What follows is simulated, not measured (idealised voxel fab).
This is a process module. Its name is voxel self aligned vias.
Shown is cross-section cut, with a width of 200 nm and square cells of size 5 nm.
In what follows, cross-sections appear as grids of square cells, described through bands that run from the top down, where every band is one or more rows of cells.
What a band's entry tells you: where the top is and where the bottom is, as heights in nm, and after that what lies inside, material by material from left to right, each with its width in nm. Empty space is written as the word "empty", and a single material marked with the word "throughout" occupies the band from edge to edge.
Where do heights start? At 0: under that level the wafer as delivered is made of one material only. And the lowest band has no floor; it just carries on downward, as in "0..down".
Width spec "30 to 40" -> top row of cells at first value, bottom row at second value, equal per-row change in between.
Basically "stayed the same" means that step didn't change any cell in the cross-section.
"Closed internal voids" contains a list of empty spaces, each no smaller than 8 cells and without an open way to the top, written in the form width x height at distance with the distance from the left edge and all three in nm.
The remark found on a step's line after its settings is issued by the simulator itself and pertains to that step.
The setting "overlay nm" may be written on the line of a step. When the step uses a mask, the value reports how far to the right of the planned place the mask lay, and a negative value reports that it lay to the left.
-- List of planned process steps
1) RECEIVE: material Si
2) CONFORMAL_DEP: material SiO2, thk nm 10
3) CONFORMAL_DEP: material SiCN, thk nm 5
4) DIRECTIONAL_DEP: material SiO2, thk nm 20
5) MASKED_ETCH: tone open, mask id LINES, width nm 30, pitch nm 75, etch materials SiO2, depth nm 20, overlay nm 0
6) CONFORMAL_DEP: material TiN, thk nm 5
7) FILL_DEP: material Ru, thk nm 5
8) CMP: height nm 35
9) SELECTIVE_ETCH: etch materials W Ru TiN, depth nm 5
10) FILL_DEP: material SiN, thk nm 5
11) CMP: height nm 35
12) DIRECTIONAL_DEP: material SiO2, thk nm 20
13) MASKED_ETCH: tone open, mask id VIAS, width nm 50, pitch nm 75, etch materials SiO2, depth nm 20, overlay nm 0
14) MASKED_ETCH: tone open, mask id VIAS, width nm 50, pitch nm 75, etch materials SiN, depth nm 5, overlay nm 0
15) CONFORMAL_DEP: material TiN, thk nm 5
16) FILL_DEP: material W, thk nm 5
17) CMP: height nm 55
18) CONFORMAL_DEP: material SiN, thk nm 5
-- Incoming wafer, cross-sectional view, post step 1
    0..down | Si throughout
    Closed internal voids: none
-- Cross-sectional image of the first of two wafers at the end of the module, the run having proceeded as planned
    60..55 | SiN throughout
    55..40 | SiO2 35 nm | TiN 5 nm | W 40 nm | TiN 5 nm | SiO2 25 nm | TiN 5 nm | W 40 nm | TiN 5 nm | SiO2 40 nm
    40..35 | SiO2 35 nm | TiN 15 nm | W 20 nm | TiN 15 nm | SiO2 25 nm | TiN 15 nm | W 20 nm | TiN 15 nm | SiO2 40 nm
    35..30 | SiO2 45 nm | TiN 30 nm | SiO2 45 nm | TiN 30 nm | SiO2 50 nm
    30..20 | SiO2 45 nm | TiN 5 nm | Ru 20 nm | TiN 5 nm | SiO2 45 nm | TiN 5 nm | Ru 20 nm | TiN 5 nm | SiO2 50 nm
    20..15 | SiO2 45 nm | TiN 30 nm | SiO2 45 nm | TiN 30 nm | SiO2 50 nm
    15..10 | SiCN throughout
    10..0 | SiO2 throughout
    0..down | Si throughout
    Closed internal voids: none
-- Second wafer through the module, sectioned at the end: same beginning and same plan as the first wafer, with one mistake in carrying it out
    60..55 | SiN throughout
    55..40 | SiO2 40 nm | W 40 nm | SiO2 35 nm | W 40 nm | SiO2 45 nm
    40..35 | SiO2 50 nm | W 20 nm | SiO2 55 nm | W 20 nm | SiO2 55 nm
    35..30 | SiO2 throughout
    30..20 | SiO2 45 nm | TiN 5 nm | Ru 20 nm | TiN 5 nm | SiO2 45 nm | TiN 5 nm | Ru 20 nm | TiN 5 nm | SiO2 50 nm
    20..15 | SiO2 45 nm | TiN 30 nm | SiO2 45 nm | TiN 30 nm | SiO2 50 nm
    15..10 | SiCN throughout
    10..0 | SiO2 throughout
    0..down | Si throughout
    Closed internal voids: none
Where did the run depart from the plan? step 15 did not use the planned setting and instead ran as CONFORMAL_DEP: material SiO2, thk nm 5
Heads up, by the end the second wafer has more or fewer cells of some materials compared to the first: 36 more of SiO2, 36 fewer of TiN
